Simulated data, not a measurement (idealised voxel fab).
The following is a process module called voxel wiring stack.
The cross-section on display is named cut; it measures 180 nm wide, and its cells are 5 nm squares.
How to read a cross-section here: the picture is a grid of square cells, written as bands going from the top down, and any band can span one or more rows of cells. First you get the band's top height and its bottom height, in nm, and then the materials it's made of, left to right, with each width in nm. If you see a single material with "throughout", that one covers the band edge to edge. "air" is empty space. Height reference: 0 = level under which incoming wafer is all one material. Lowest band: no bottom, runs on downward, e.g. "from 0 down". Width spec "30 to 40" -> top row of cells at first value, bottom row at second value, equal per-row change in between. Key: "stayed the same" - step with no changed cell in the cross-section. Each empty space that has no open way to the top and spans at least 8 cells appears under "Fully closed voids" as width x height at distance, the distance counted from the left edge, all in nm. On a step's line, text after the settings is the simulator commenting on that step. "overlay nm" on a masked step: distance the mask lay right of its planned place, negative for left.

-- The planned process steps are enumerated hereunder
step 1: RECEIVE (material Si)
step 2: CONFORMAL_DEP (material SiO2; thk nm 15)
step 3: CONFORMAL_DEP (material SiN; thk nm 5)
step 4: DIRECTIONAL_DEP (material SiO2; thk nm 15)
step 5: DIRECTIONAL_DEP (material aC; thk nm 15)
step 6: PATTERN (tone open; mask id METAL_1; material resist; width nm 25; pitch nm 40; thk nm 35; overlay nm 0)
step 7: DIRECTIONAL_ETCH (etch materials aC; depth nm 15)
step 8: STRIP (etch materials resist)
step 9: DIRECTIONAL_ETCH (etch materials SiO2; depth nm 15)
step 10: DIRECTIONAL_ETCH (etch materials SiN; depth nm 5)
step 11: STRIP (etch materials aC)
step 12: CONFORMAL_DEP (material TiN; thk nm 5)
step 13: FILL_DEP (material Cu; thk nm 5)
step 14: CMP (height nm 35)
step 15: EPI (material Ru; thk nm 5)
step 16: FILL_DEP (material SiCN; thk nm 5)
step 17: DIRECTIONAL_DEP (material SiO2; thk nm 10)
step 18: PATTERN (tone open; mask id PLUG_1; material resist; width nm 15; pitch nm 40; thk nm 15; overlay nm 0)
step 19: DIRECTIONAL_ETCH (etch materials SiO2; depth nm 10)
step 20: DIRECTIONAL_ETCH (etch materials SiCN; depth nm 5)
step 21: STRIP (etch materials resist)
step 22: CONFORMAL_DEP (material TiN; thk nm 5)
step 23: FILL_DEP (material Ru; thk nm 10)
step 24: CMP (height nm 55)
step 25: DIRECTIONAL_DEP (material TiN; thk nm 5)
step 26: DIRECTIONAL_DEP (material W; thk nm 15)
step 27: PATTERN (tone cover; mask id METAL_2; material resist; width nm 25; pitch nm 40; thk nm 20; overlay nm 0)
step 28: DIRECTIONAL_ETCH (etch materials W; depth nm 15)
step 29: DIRECTIONAL_ETCH (etch materials TiN; depth nm 5)
step 30: STRIP (etch materials resist)
step 31: CONFORMAL_DEP (material SiN; thk nm 5)
step 32: FILL_DEP (material lowk; thk nm 10)
step 33: CMP (height nm 75)
step 34: CONFORMAL_DEP (material SiCN; thk nm 5)
step 35: DIRECTIONAL_DEP (material SiO2; thk nm 30)
step 36: DIRECTIONAL_DEP (material aC; thk nm 10)
step 37: PATTERN (tone open; mask id METAL_3_HOLES; material resist; width nm 15; thk nm 30; overlay nm 0)
step 38: DIRECTIONAL_ETCH (etch materials aC; depth nm 10)
step 39: STRIP (etch materials resist)
step 40: DIRECTIONAL_ETCH (etch materials SiO2; depth nm 30)
step 41: STRIP (etch materials aC)
step 42: DIRECTIONAL_DEP (material aC; thk nm 15)
step 43: PATTERN (tone open; mask id METAL_3; material resist; width nm 25; pitch nm 40; thk nm 30; overlay nm 0)
step 44: DIRECTIONAL_ETCH (etch materials aC; depth nm 15)
step 45: STRIP (etch materials resist)
step 46: DIRECTIONAL_ETCH (etch materials SiO2; depth nm 15)
step 47: DIRECTIONAL_ETCH (etch materials SiCN; depth nm 5)
step 48: STRIP (etch materials aC)
step 49: CONFORMAL_DEP (material TiN; thk nm 5)
step 50: FILL_DEP (material Cu; thk nm 5)
step 51: CMP (height nm 110)
step 52: CONFORMAL_DEP (material SiN; thk nm 5)

-- The first of two wafers, run as planned

-- Here's what the wafer looked like in cross-section when it arrived - that's after step 1
- from 0 down = Si throughout
- Fully closed voids: none

-- Wafer after step 2 (cross-section)
- from 15 to 0 = SiO2 throughout
- Unchanged below 0.

-- Wafer after step 3 (cross-section)
- from 20 to 15 = SiN throughout
- Unchanged below 15.

-- Wafer after step 4 (cross-section)
- from 35 to 20 = SiO2 throughout
- Unchanged below 20.

-- Wafer after step 5 (cross-section)
- from 50 to 35 = aC throughout
- Unchanged below 35.

-- Wafer after step 6 (cross-section)
- from 85 to 50 = resist (55), air (25), resist (15), air (25), resist (60)
- Unchanged below 50.

-- Wafer after step 7 (cross-section)
- from 70 to 50 = resist (55), air (25), resist (15), air (25), resist (60)
- from 50 to 35 = aC (55), air (25), aC (15), air (25), aC (60)
- Unchanged below 35.

-- Wafer after step 8 (cross-section)
- from 50 to 35 = aC (55), air (25), aC (15), air (25), aC (60)
- Unchanged below 35.

-- Wafer after step 9 (cross-section)
- from 50 to 35 = aC (55), air (25), aC (15), air (25), aC (60)
- from 35 to 20 = SiO2 (55), air (25), SiO2 (15), air (25), SiO2 (60)
- Unchanged below 20.

-- Wafer after step 10 (cross-section)
- from 50 to 35 = aC (55), air (25), aC (15), air (25), aC (60)
- from 35 to 20 = SiO2 (55), air (25), SiO2 (15), air (25), SiO2 (60)
- from 20 to 15 = SiN (55), air (25), SiN (15), air (25), SiN (60)
- Unchanged below 15.

-- Wafer after step 11 (cross-section)
- from 35 to 20 = SiO2 (55), air (25), SiO2 (15), air (25), SiO2 (60)
- Unchanged below 20.

-- Wafer after step 12 (cross-section)
- from 40 to 35 = TiN (60), air (15), TiN (25), air (15), TiN (65)
- from 35 to 20 = SiO2 (55), TiN (5), air (15), TiN (5), SiO2 (15), TiN (5), air (15), TiN (5), SiO2 (60)
- from 20 to 15 = SiN (55), TiN (25), SiN (15), TiN (25), SiN (60)
- Unchanged below 15.

-- Wafer after step 13 (cross-section)
- from 45 to 40 = Cu throughout
- from 40 to 35 = TiN (60), Cu (15), TiN (25), Cu (15), TiN (65)
- from 35 to 20 = SiO2 (55), TiN (5), Cu (15), TiN (5), SiO2 (15), TiN (5), Cu (15), TiN (5), SiO2 (60)
- Unchanged below 20.

-- Wafer after step 14 (cross-section)
- from 35 to 20 = SiO2 (55), TiN (5), Cu (15), TiN (5), SiO2 (15), TiN (5), Cu (15), TiN (5), SiO2 (60)
- Unchanged below 20.

-- Wafer after step 15 (cross-section)
- from 40 to 35 = air (50), Ru (35), air (5), Ru (35), air (55)
- Unchanged below 35.

-- Wafer after step 16 (cross-section)
- from 45 to 40 = SiCN throughout
- from 40 to 35 = SiCN (50), Ru (35), SiCN (5), Ru (35), SiCN (55)
- Unchanged below 35.

-- Wafer after step 17 (cross-section)
- from 55 to 45 = SiO2 throughout
- Unchanged below 45.

-- Wafer after step 18 (cross-section)
- from 70 to 55 = resist (55), air (15), resist (25), air (15), resist (70)
- Unchanged below 55.

-- Wafer after step 19 (cross-section)
- from 70 to 55 = resist (55), air (15), resist (25), air (15), resist (70)
- from 55 to 45 = SiO2 (55), air (15), SiO2 (25), air (15), SiO2 (70)
- Unchanged below 45.

-- Wafer after step 20 (cross-section)
- from 70 to 55 = resist (55), air (15), resist (25), air (15), resist (70)
- from 55 to 45 = SiO2 (55), air (15), SiO2 (25), air (15), SiO2 (70)
- from 45 to 40 = SiCN (55), air (15), SiCN (25), air (15), SiCN (70)
- Unchanged below 40.

-- Wafer after step 21 (cross-section)
- from 55 to 45 = SiO2 (55), air (15), SiO2 (25), air (15), SiO2 (70)
- Unchanged below 45.

-- Wafer after step 22 (cross-section)
- from 60 to 55 = TiN (60), air (5), TiN (35), air (5), TiN (75)
- from 55 to 45 = SiO2 (55), TiN (5), air (5), TiN (5), SiO2 (25), TiN (5), air (5), TiN (5), SiO2 (70)
- from 45 to 40 = SiCN (55), TiN (15), SiCN (25), TiN (15), SiCN (70)
- Unchanged below 40.

-- Wafer after step 23 (cross-section)
- from 70 to 60 = Ru throughout
- from 60 to 55 = TiN (60), Ru (5), TiN (35), Ru (5), TiN (75)
- from 55 to 45 = SiO2 (55), TiN (5), Ru (5), TiN (5), SiO2 (25), TiN (5), Ru (5), TiN (5), SiO2 (70)
- Unchanged below 45.

-- Wafer after step 24 (cross-section)
- from 55 to 45 = SiO2 (55), TiN (5), Ru (5), TiN (5), SiO2 (25), TiN (5), Ru (5), TiN (5), SiO2 (70)
- Unchanged below 45.

-- Wafer after step 25 (cross-section)
- from 60 to 55 = TiN throughout
- Unchanged below 55.

-- Wafer after step 26 (cross-section)
- from 75 to 60 = W throughout
- Unchanged below 60.

-- Wafer after step 27 (cross-section)
- from 95 to 75 = air (55), resist (25), air (15), resist (25), air (60)
- Unchanged below 75.

-- Wafer after step 28 (cross-section)
- from 95 to 75 = air (55), resist (25), air (15), resist (25), air (60)
- from 75 to 60 = air (55), W (25), air (15), W (25), air (60)
- Unchanged below 60.

-- Wafer after step 29 (cross-section)
- from 95 to 75 = air (55), resist (25), air (15), resist (25), air (60)
- from 75 to 60 = air (55), W (25), air (15), W (25), air (60)
- from 60 to 55 = air (55), TiN (25), air (15), TiN (25), air (60)
- Unchanged below 55.

-- Wafer after step 30 (cross-section)
- from 75 to 60 = air (55), W (25), air (15), W (25), air (60)
- Unchanged below 60.

-- Wafer after step 31 (cross-section)
- from 80 to 75 = air (50), SiN (35), air (5), SiN (35), air (55)
- from 75 to 60 = air (50), SiN (5), W (25), SiN (5), air (5), SiN (5), W (25), SiN (5), air (55)
- from 60 to 55 = SiN (55), TiN (25), SiN (15), TiN (25), SiN (60)
- Unchanged below 55.

-- Wafer after step 32 (cross-section)
- from 90 to 80 = lowk throughout
- from 80 to 75 = lowk (50), SiN (35), lowk (5), SiN (35), lowk (55)
- from 75 to 60 = lowk (50), SiN (5), W (25), SiN (5), lowk (5), SiN (5), W (25), SiN (5), lowk (55)
- Unchanged below 60.

-- Wafer after step 33 (cross-section)
- from 75 to 60 = lowk (50), SiN (5), W (25), SiN (5), lowk (5), SiN (5), W (25), SiN (5), lowk (55)
- Unchanged below 60.

-- Wafer after step 34 (cross-section)
- from 80 to 75 = SiCN throughout
- Unchanged below 75.

-- Wafer after step 35 (cross-section)
- from 110 to 80 = SiO2 throughout
- Unchanged below 80.

-- Wafer after step 36 (cross-section)
- from 120 to 110 = aC throughout
- Unchanged below 110.

-- Wafer after step 37 (cross-section)
- from 150 to 120 = resist (55), air (15), resist (110)
- Unchanged below 120.

-- Wafer after step 38 (cross-section)
- from 140 to 120 = resist (55), air (15), resist (110)
- from 120 to 110 = aC (55), air (15), aC (110)
- Unchanged below 110.

-- Wafer after step 39 (cross-section)
- from 120 to 110 = aC (55), air (15), aC (110)
- Unchanged below 110.

-- Wafer after step 40 (cross-section)
- from 120 to 110 = aC (55), air (15), aC (110)
- from 110 to 80 = SiO2 (55), air (15), SiO2 (110)
- Unchanged below 80.

-- Wafer after step 41 (cross-section)
- from 110 to 80 = SiO2 (55), air (15), SiO2 (110)
- Unchanged below 80.

-- Wafer after step 42 (cross-section)
- from 125 to 110 = aC (55), air (15), aC (110)
- from 110 to 95 = SiO2 (55), air (15), SiO2 (110)
- from 95 to 80 = SiO2 (55), aC (15), SiO2 (110)
- Unchanged below 80.

-- Wafer after step 43 (cross-section)
- from 155 to 125 = resist (55), air (25), resist (15), air (25), resist (60)
- Unchanged below 125.

-- Wafer after step 44 (cross-section)
- from 140 to 125 = resist (55), air (25), resist (15), air (25), resist (60)
- from 125 to 110 = aC (55), air (25), aC (15), air (25), aC (60)
- from 110 to 80 = SiO2 (55), air (15), SiO2 (110)
- Unchanged below 80.

-- Wafer after step 45 (cross-section)
- from 125 to 110 = aC (55), air (25), aC (15), air (25), aC (60)
- Unchanged below 110.

-- Wafer after step 46 (cross-section)
- from 125 to 110 = aC (55), air (25), aC (15), air (25), aC (60)
- from 110 to 95 = SiO2 (55), air (25), SiO2 (15), air (25), SiO2 (60)
- Unchanged below 95.

-- Wafer after step 47 (cross-section)
- from 125 to 110 = aC (55), air (25), aC (15), air (25), aC (60)
- from 110 to 95 = SiO2 (55), air (25), SiO2 (15), air (25), SiO2 (60)
- from 95 to 80 = SiO2 (55), air (15), SiO2 (110)
- from 80 to 75 = SiCN (55), air (15), SiCN (110)
- Unchanged below 75.

-- Wafer after step 48 (cross-section)
- from 110 to 95 = SiO2 (55), air (25), SiO2 (15), air (25), SiO2 (60)
- Unchanged below 95.

-- Wafer after step 49 (cross-section)
- from 115 to 110 = TiN (60), air (15), TiN (25), air (15), TiN (65)
- from 110 to 100 = SiO2 (55), TiN (5), air (15), TiN (5), SiO2 (15), TiN (5), air (15), TiN (5), SiO2 (60)
- from 100 to 95 = SiO2 (55), TiN (5), air (5), TiN (15), SiO2 (15), TiN (25), SiO2 (60)
- from 95 to 80 = SiO2 (55), TiN (5), air (5), TiN (5), SiO2 (110)
- from 80 to 75 = SiCN (55), TiN (15), SiCN (110)
- Unchanged below 75.

-- Wafer after step 50 (cross-section)
- from 120 to 115 = Cu throughout
- from 115 to 110 = TiN (60), Cu (15), TiN (25), Cu (15), TiN (65)
- from 110 to 100 = SiO2 (55), TiN (5), Cu (15), TiN (5), SiO2 (15), TiN (5), Cu (15), TiN (5), SiO2 (60)
- from 100 to 95 = SiO2 (55), TiN (5), Cu (5), TiN (15), SiO2 (15), TiN (25), SiO2 (60)
- from 95 to 80 = SiO2 (55), TiN (5), Cu (5), TiN (5), SiO2 (110)
- Unchanged below 80.

-- Wafer after step 51 (cross-section)
- from 110 to 100 = SiO2 (55), TiN (5), Cu (15), TiN (5), SiO2 (15), TiN (5), Cu (15), TiN (5), SiO2 (60)
- Unchanged below 100.

-- Wafer after step 52 (cross-section)
- from 115 to 110 = SiN throughout
- Unchanged below 110.

-- The remaining wafer, second of the two, started like the first and was run to the same plan, except that one mistake was made along the way; the two coincide through step 33, inclusive

-- Cross-section of the second wafer at the time step 34 of the plan should have ended
- from 80 to 75 = Ru throughout
- Unchanged below 75.

-- Cross-section of the second wafer at the time step 35 of the plan should have ended
- from 110 to 80 = SiO2 throughout
- Unchanged below 80.

-- Cross-section of the second wafer at the time step 36 of the plan should have ended
- from 120 to 110 = aC throughout
- Unchanged below 110.

-- Cross-section of the second wafer at the time step 37 of the plan should have ended
- from 150 to 120 = resist (55), air (15), resist (110)
- Unchanged below 120.

-- Cross-section of the second wafer at the time step 38 of the plan should have ended
- from 140 to 120 = resist (55), air (15), resist (110)
- from 120 to 110 = aC (55), air (15), aC (110)
- Unchanged below 110.

-- Cross-section of the second wafer at the time step 39 of the plan should have ended
- from 120 to 110 = aC (55), air (15), aC (110)
- Unchanged below 110.

-- Cross-section of the second wafer at the time step 40 of the plan should have ended
- from 120 to 110 = aC (55), air (15), aC (110)
- from 110 to 80 = SiO2 (55), air (15), SiO2 (110)
- Unchanged below 80.

-- Cross-section of the second wafer at the time step 41 of the plan should have ended
- from 110 to 80 = SiO2 (55), air (15), SiO2 (110)
- Unchanged below 80.

-- Cross-section of the second wafer at the time step 42 of the plan should have ended
- from 125 to 110 = aC (55), air (15), aC (110)
- from 110 to 95 = SiO2 (55), air (15), SiO2 (110)
- from 95 to 80 = SiO2 (55), aC (15), SiO2 (110)
- Unchanged below 80.

-- Cross-section of the second wafer at the time step 43 of the plan should have ended
- from 155 to 125 = resist (55), air (25), resist (15), air (25), resist (60)
- Unchanged below 125.

-- Cross-section of the second wafer at the time step 44 of the plan should have ended
- from 140 to 125 = resist (55), air (25), resist (15), air (25), resist (60)
- from 125 to 110 = aC (55), air (25), aC (15), air (25), aC (60)
- from 110 to 80 = SiO2 (55), air (15), SiO2 (110)
- Unchanged below 80.

-- Cross-section of the second wafer at the time step 45 of the plan should have ended
- from 125 to 110 = aC (55), air (25), aC (15), air (25), aC (60)
- Unchanged below 110.

-- Cross-section of the second wafer at the time step 46 of the plan should have ended
- from 125 to 110 = aC (55), air (25), aC (15), air (25), aC (60)
- from 110 to 95 = SiO2 (55), air (25), SiO2 (15), air (25), SiO2 (60)
- Unchanged below 95.

Cross-section of the second wafer at the time step 47 of the plan should have ended: stayed the same

-- Cross-section of the second wafer at the time step 48 of the plan should have ended
- from 110 to 95 = SiO2 (55), air (25), SiO2 (15), air (25), SiO2 (60)
- Unchanged below 95.

-- Cross-section of the second wafer at the time step 49 of the plan should have ended
- from 115 to 110 = TiN (60), air (15), TiN (25), air (15), TiN (65)
- from 110 to 100 = SiO2 (55), TiN (5), air (15), TiN (5), SiO2 (15), TiN (5), air (15), TiN (5), SiO2 (60)
- from 100 to 95 = SiO2 (55), TiN (5), air (5), TiN (15), SiO2 (15), TiN (25), SiO2 (60)
- from 95 to 85 = SiO2 (55), TiN (5), air (5), TiN (5), SiO2 (110)
- from 85 to 80 = SiO2 (55), TiN (15), SiO2 (110)
- Unchanged below 80.

-- Cross-section of the second wafer at the time step 50 of the plan should have ended
- from 120 to 115 = Cu throughout
- from 115 to 110 = TiN (60), Cu (15), TiN (25), Cu (15), TiN (65)
- from 110 to 100 = SiO2 (55), TiN (5), Cu (15), TiN (5), SiO2 (15), TiN (5), Cu (15), TiN (5), SiO2 (60)
- from 100 to 95 = SiO2 (55), TiN (5), Cu (5), TiN (15), SiO2 (15), TiN (25), SiO2 (60)
- from 95 to 85 = SiO2 (55), TiN (5), Cu (5), TiN (5), SiO2 (110)
- Unchanged below 85.

-- Cross-section of the second wafer at the time step 51 of the plan should have ended
- from 110 to 100 = SiO2 (55), TiN (5), Cu (15), TiN (5), SiO2 (15), TiN (5), Cu (15), TiN (5), SiO2 (60)
- Unchanged below 100.

-- Cross-section of the second wafer at the time step 52 of the plan should have ended
- from 115 to 110 = SiN throughout
- Unchanged below 110.
In executing the process, a mistake was made relative to the plan: step 34 was not run as planned; what actually ran was CONFORMAL_DEP (material Ru; thk nm 5)
In the final state, the cell counts of the second wafer exceed or fall short of those of the first for the following materials: -1 Cu | +36 Ru | -33 SiCN | -2 TiN
